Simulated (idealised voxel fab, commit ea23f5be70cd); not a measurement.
Process module, titled voxel self aligned vias
190 nm wide, 5 nm square cells: that's cross-section cut.
If you're reading a cross-section in this doc, picture square cells in a grid; it comes to you as bands, top ones listed first down to the bottom, and a band can be one or more rows of cells. The entry gives the band's vertical extent as a top height and a bottom height in nm, then its horizontal make-up as materials from left to right, each with a width in nm. "empty" stands for empty space; a single material marked "full width" fills the band edge to edge. All heights in this document are referenced to 0, defined as the level beneath which the wafer, as received, consists entirely of one material. The lowest band is not bounded below; it extends indefinitely downward and is written in the form "z 0 and below". A width given as "30->40" starts at the first number in the band's top row and ends at the second number in its bottom row, shifting by an equal amount at every step from row to row. "remains unaltered" -> step changed no cross-section cell. Heads up: "Closed void inventory" only lists the empty pockets with no open path to the top that are 8 cells or more, and it writes them as width x height at distance, distance from the left edge, in nm. Heads up: the bit after the settings on a step's line is the simulator's remark on that step. overlay nm: for a step with a mask, the amount by which the mask lay right of where it was planned; a negative amount means left of it.
LIST OF PLANNED PROCESS STEPS
1. RECEIVE with material Si
2. CONFORMAL_DEP with material SiO2, thk nm 10
3. CONFORMAL_DEP with material SiCN, thk nm 5
4. DIRECTIONAL_DEP with material lowk, thk nm 20
5. PATTERN with tone open, mask id LINES, material resist, width nm 25, pitch nm 65, thk nm 20, overlay nm -15
6. DIRECTIONAL_ETCH with etch materials lowk, depth nm 20
7. STRIP with etch materials resist
8. CONFORMAL_DEP with material TiN, thk nm 5
9. FILL_DEP with material Ru, thk nm 10
10. CMP with height nm 35
11. SELECTIVE_ETCH with etch materials W Ru TiN, depth nm 5
12. FILL_DEP with material SiN, thk nm 5
13. CMP with height nm 35
14. DIRECTIONAL_DEP with material lowk, thk nm 20
15. MASKED_ETCH with tone open, mask id VIAS, width nm 35, etch materials lowk, depth nm 20, overlay nm 0
16. MASKED_ETCH with tone open, mask id VIAS, width nm 35, etch materials SiN, depth nm 5, overlay nm 0
17. CONFORMAL_DEP with material TiN, thk nm 5
18. FILL_DEP with material Ru, thk nm 5
19. CMP with height nm 55
20. CONFORMAL_DEP with material SiCN, thk nm 5
Every wafer here starts from the same state; it is the step 5 overlay nm that distinguishes them, and the value the plan gives belongs to the first wafer.
CROSS-SECTIONAL VIEW OF THE FIRST OF SEVERAL WAFERS IN THE AS-RECEIVED CONDITION, CORRESPONDING TO THE STATE FOLLOWING STEP 1
	z 0 and below = Si full width
	Closed void inventory: none
END OF THE MODULE, PAST ITS LAST STEP, STEP 20: HOW THE FIRST OF SEVERAL WAFERS LOOKS IN CROSS-SECTION
	z 60 to 55 = SiCN full width
	z 55 to 40 = 45 nm lowk; 5 nm TiN; 25 nm Ru; 5 nm TiN; 110 nm lowk
	z 40 to 35 = 45 nm lowk; 5 nm TiN; 5 nm Ru; 25 nm TiN; 110 nm lowk
	z 35 to 30 = 35 nm lowk; 10 nm SiN; 15 nm TiN; 40 nm lowk; 25 nm SiN; 65 nm lowk
	z 30 to 20 = 35 nm lowk; 5 nm TiN; 15 nm Ru; 5 nm TiN; 40 nm lowk; 5 nm TiN; 15 nm Ru; 5 nm TiN; 65 nm lowk
	z 20 to 15 = 35 nm lowk; 25 nm TiN; 40 nm lowk; 25 nm TiN; 65 nm lowk
	z 15 to 10 = SiCN full width
	z 10 to 0 = SiO2 full width
	z 0 and below = Si full width
	Closed void inventory: none
THE FINAL WAFER, SECTIONED AT MODULE END
	z 60 to 55 = SiCN full width
	z 55 to 40 = 45 nm lowk; 5 nm TiN; 25 nm Ru; 5 nm TiN; 110 nm lowk
	z 40 to 35 = 45 nm lowk; 25 nm TiN; 5 nm Ru; 5 nm TiN; 110 nm lowk
	z 35 to 30 = 65 nm lowk; 15 nm TiN; 10 nm SiN; 40 nm lowk; 25 nm SiN; 35 nm lowk
	z 30 to 20 = 65 nm lowk; 5 nm TiN; 15 nm Ru; 5 nm TiN; 40 nm lowk; 5 nm TiN; 15 nm Ru; 5 nm TiN; 35 nm lowk
	z 20 to 15 = 65 nm lowk; 25 nm TiN; 40 nm lowk; 25 nm TiN; 35 nm lowk
	z 15 to 10 = SiCN full width
	z 10 to 0 = SiO2 full width
	z 0 and below = Si full width
	Closed void inventory: none
HERE IS HOW TO READ THE ROWS: EVERY WAFER HAS A ROW, AND IT SHOWS THE WAFER AT THE END OF THE MODULE, GIVING FOR EACH MATERIAL HOW MANY CELLS WERE GAINED (+) OR LOST (-) SINCE THE WAFER WAS RECEIVED, THEN LISTING ITS CLOSED VOIDS
overlay nm -15, +28 Ru, +76 SiCN, +7 SiN, +76 SiO2, +33 TiN, +236 lowk, Closed void inventory: none
overlay nm -10, +29 Ru, +76 SiCN, +6 SiN, +76 SiO2, +33 TiN, +236 lowk, Closed void inventory: none
overlay nm -5, +30 Ru, +76 SiCN, +5 SiN, +76 SiO2, +33 TiN, +236 lowk, Closed void inventory: none
overlay nm 0, +30 Ru, +76 SiCN, +5 SiN, +76 SiO2, +33 TiN, +236 lowk, Closed void inventory: none
overlay nm 5, +30 Ru, +76 SiCN, +5 SiN, +76 SiO2, +33 TiN, +236 lowk, Closed void inventory: none
overlay nm 10, +29 Ru, +76 SiCN, +6 SiN, +76 SiO2, +33 TiN, +236 lowk, Closed void inventory: none
overlay nm 15, +28 Ru, +76 SiCN, +7 SiN, +76 SiO2, +33 TiN, +236 lowk, Closed void inventory: none
